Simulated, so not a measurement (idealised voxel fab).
This is a process module. Its name is voxel transistor to metal.
FYI the section here is cut, 300 nm wide, cells are 5 nm squares.
A cross-section in this document is a grid of square cells, and it is written down as bands, the top band listed before the ones below it; a band is made up of one or more rows of cells. This entry defines a band. It first specifies the height of the band's top and the height of its bottom in nm, and then specifies the band's materials from left to right, stating each material with its width in nm. The word "edge to edge" identifies a single material that fills the band from edge to edge, while the word "blank" identifies empty space. A quick word on heights: they are counted from 0, and under that level the wafer as it came to us is one material throughout. The lowest band is different from the rest in having no bottom; it simply continues downward, written as in "from 0 down". A width such as "30 to 40" changes by the same amount from each row of cells to the next, from the band's top row to its bottom row. "nothing changed" -> step changed no cross-section cell. In the "Sealed void inventory" entry, you get each enclosed empty space of 8 cells or more, one with no open way to the top, written width x height at distance, distance from the left edge, in nm. Heads up: the bit after the settings on a step's line is the simulator's remark on that step. For masked steps, "overlay nm" on the step line gives how far right of plan the mask actually lay; a minus sign means it lay to the left.
# Process steps foreseen in the plan
| 1 | RECEIVE [material Si] |
| 2 | CONFORMAL_DEP [material SiO2] [thk nm 5] |
| 3 | CONFORMAL_DEP [material SiN] [thk nm 15] |
| 4 | MASKED_ETCH [tone cover] [mask id ACTIVE] [width nm 115] [pitch nm 140] [etch materials SiN] [depth nm 15] [overlay nm 0] |
| 5 | MASKED_ETCH [tone cover] [mask id ACTIVE] [width nm 115] [pitch nm 140] [etch materials SiO2] [depth nm 5] [overlay nm 0] |
| 6 | MASKED_ETCH [tone cover] [mask id ACTIVE] [width nm 115] [pitch nm 140] [etch materials Si] [depth nm 25] [overlay nm 0] |
| 7 | FILL_DEP [material SiO2] [thk nm 5] |
| 8 | CMP [height nm 20] |
| 9 | SELECTIVE_ETCH [etch materials SiO2] [depth nm 15] |
| 10 | STRIP [etch materials SiN] |
| 11 | SELECTIVE_ETCH [etch materials SiO2] [depth nm 5] |
| 12 | OXIDIZE [depth nm 5] |
| 13 | DIRECTIONAL_DEP [material polySi] [thk nm 25] |
| 14 | DIRECTIONAL_DEP [material SiCN] [thk nm 15] |
| 15 | DIRECTIONAL_DEP [material aC] [thk nm 15] |
| 16 | PATTERN [tone cover] [mask id GATE] [material resist] [width nm 35] [pitch nm 140] [thk nm 30] [overlay nm 0] |
| 17 | DIRECTIONAL_ETCH [etch materials aC] [depth nm 15] |
| 18 | STRIP [etch materials resist] |
| 19 | DIRECTIONAL_ETCH [etch materials SiCN] [depth nm 25] |
| 20 | DIRECTIONAL_ETCH [etch materials polySi] [depth nm 35] |
| 21 | STRIP [etch materials aC] |
| 22 | CONFORMAL_DEP [material SiO2] [thk nm 5] |
| 23 | DIRECTIONAL_ETCH [etch materials SiO2] [depth nm 5] |
| 24 | CONFORMAL_DEP [material SiN] [thk nm 10] |
| 25 | DIRECTIONAL_ETCH [etch materials SiN] [depth nm 10] |
| 26 | DIRECTIONAL_ETCH [etch materials SiO2] [depth nm 5] |
| 27 | EPI [material nSi] [thk nm 5] |
| 28 | FILL_DEP [material SiO2] [thk nm 10] |
| 29 | CMP [height nm 25] |
| 30 | STRIP [etch materials polySi] |
| 31 | SELECTIVE_ETCH [etch materials SiO2] [depth nm 5] |
| 32 | CONFORMAL_DEP [material HfO2] [thk nm 5] |
| 33 | CONFORMAL_DEP [material TiN] [thk nm 5] |
| 34 | FILL_DEP [material W] [thk nm 5] |
| 35 | CMP [height nm 20] |
| 36 | DIRECTIONAL_DEP [material SiO2] [thk nm 15] |
| 37 | DIRECTIONAL_DEP [material aC] [thk nm 10] |
| 38 | PATTERN [tone open] [mask id CONTACT] [material resist] [width nm 15] [thk nm 25] [overlay nm 0] |
| 39 | DIRECTIONAL_ETCH [etch materials aC] [depth nm 10] |
| 40 | STRIP [etch materials resist] |
| 41 | DIRECTIONAL_ETCH [etch materials SiO2] [depth nm 35] |
| 42 | STRIP [etch materials aC] |
| 43 | CONFORMAL_DEP [material TiN] [thk nm 5] |
| 44 | FILL_DEP [material W] [thk nm 5] |
| 45 | CMP [height nm 35] |
| 46 | DIRECTIONAL_DEP [material TiN] [thk nm 5] |
| 47 | DIRECTIONAL_DEP [material W] [thk nm 25] |
| 48 | DIRECTIONAL_DEP [material aC] [thk nm 15] |
| 49 | PATTERN [tone cover] [mask id METAL_1] [material resist] [width nm 15] [thk nm 35] [overlay nm 0] |
| 50 | DIRECTIONAL_ETCH [etch materials aC] [depth nm 15] |
| 51 | STRIP [etch materials resist] |
| 52 | DIRECTIONAL_ETCH [etch materials W] [depth nm 25] |
| 53 | DIRECTIONAL_ETCH [etch materials TiN] [depth nm 5] |
| 54 | STRIP [etch materials aC] |
| 55 | FILL_DEP [material SiO2] [thk nm 10] |
| 56 | CMP [height nm 65] |
| 57 | CONFORMAL_DEP [material SiN] [thk nm 5] |
# Cross-section of the wafer at receipt, which is the condition after step 1
- from 0 down  Si edge to edge
- Sealed void inventory: none
# The first of two wafers, cross-sectioned at the end of the module, with the run proceeding as planned
- from 70 to 65  SiN edge to edge
- from 65 to 40  30 SiO2, 15 W, 65 SiO2, 15 W, 45 SiO2, 15 W, 65 SiO2, 15 W, 35 SiO2
- from 40 to 35  30 SiO2, 15 TiN, 65 SiO2, 15 TiN, 45 SiO2, 15 TiN, 65 SiO2, 15 TiN, 35 SiO2
- from 35 to 20  30 SiO2, 5 TiN, 5 W, 5 TiN, 65 SiO2, 5 TiN, 5 W, 5 TiN, 45 SiO2, 5 TiN, 5 W, 5 TiN, 65 SiO2, 5 TiN, 5 W, 5 TiN, 35 SiO2
- from 20 to 5  30 SiO2, 5 TiN, 5 W, 5 TiN, 10 SiN, 5 HfO2, 5 TiN, 25 W, 5 TiN, 5 HfO2, 10 SiN, 5 TiN, 5 W, 5 TiN, 45 SiO2, 5 TiN, 5 W, 5 TiN, 10 SiN, 5 HfO2, 5 TiN, 25 W, 5 TiN, 5 HfO2, 10 SiN, 5 TiN, 5 W, 5 TiN, 35 SiO2
- from 5 to 0  30 SiO2, 15 TiN, 10 SiN, 5 HfO2, 35 TiN, 5 HfO2, 10 SiN, 15 TiN, 45 SiO2, 15 TiN, 10 SiN, 5 HfO2, 35 TiN, 5 HfO2, 10 SiN, 15 TiN, 35 SiO2
- from 0 to -5  15 SiO2, 30 nSi, 10 SiO2, 45 HfO2, 10 SiO2, 30 nSi, 15 SiO2, 30 nSi, 10 SiO2, 45 HfO2, 10 SiO2, 30 nSi, 20 SiO2
- from -5 to -25  20 SiO2, 115 Si, 25 SiO2, 115 Si, 25 SiO2
- from -25 down  Si edge to edge
- Sealed void inventory: none
# Presented here is a cross-section of the second of the two wafers as it stood at the end of the module. It was started in the same manner and assigned the same plan as the first wafer; however, one mistake was made in its execution
- from 70 to 65  SiN edge to edge
- from 65 to 40  30 SiO2, 15 W, 65 SiO2, 15 W, 45 SiO2, 15 W, 65 SiO2, 15 W, 35 SiO2
- from 40 to 35  30 SiO2, 15 TiN, 65 SiO2, 15 TiN, 45 SiO2, 15 TiN, 65 SiO2, 15 TiN, 35 SiO2
- from 35 to 20  30 SiO2, 5 TiN, 5 W, 5 TiN, 65 SiO2, 5 TiN, 5 W, 5 TiN, 45 SiO2, 5 TiN, 5 W, 5 TiN, 65 SiO2, 5 TiN, 5 W, 5 TiN, 35 SiO2
- from 20 to 5  30 SiO2, 5 TiN, 5 W, 5 TiN, 10 SiN, 5 HfO2, 5 TiN, 25 W, 5 TiN, 5 HfO2, 10 SiN, 5 TiN, 5 W, 5 TiN, 45 SiO2, 5 TiN, 5 W, 5 TiN, 10 SiN, 5 HfO2, 5 TiN, 25 W, 5 TiN, 5 HfO2, 10 SiN, 5 TiN, 5 W, 5 TiN, 35 SiO2
- from 5 to 0  30 SiO2, 15 TiN, 10 SiN, 5 HfO2, 35 TiN, 5 HfO2, 10 SiN, 15 TiN, 45 SiO2, 15 TiN, 10 SiN, 5 HfO2, 35 TiN, 5 HfO2, 10 SiN, 15 TiN, 35 SiO2
- from 0 to -5  15 SiO2, 30 nSi, 10 SiO2, 45 HfO2, 10 SiO2, 30 nSi, 15 SiO2, 30 nSi, 10 SiO2, 45 HfO2, 10 SiO2, 30 nSi, 20 SiO2
- from -5 to -50  20 SiO2, 115 Si, 25 SiO2, 115 Si, 25 SiO2
- from -50 down  Si edge to edge
- Sealed void inventory: none
The mistake made against the process plan was this: step 6 of the plan was executed twice over
Final difference in cells, second wafer against first, listed per material as more or fewer: Si: 70 fewer, SiO2: 70 more
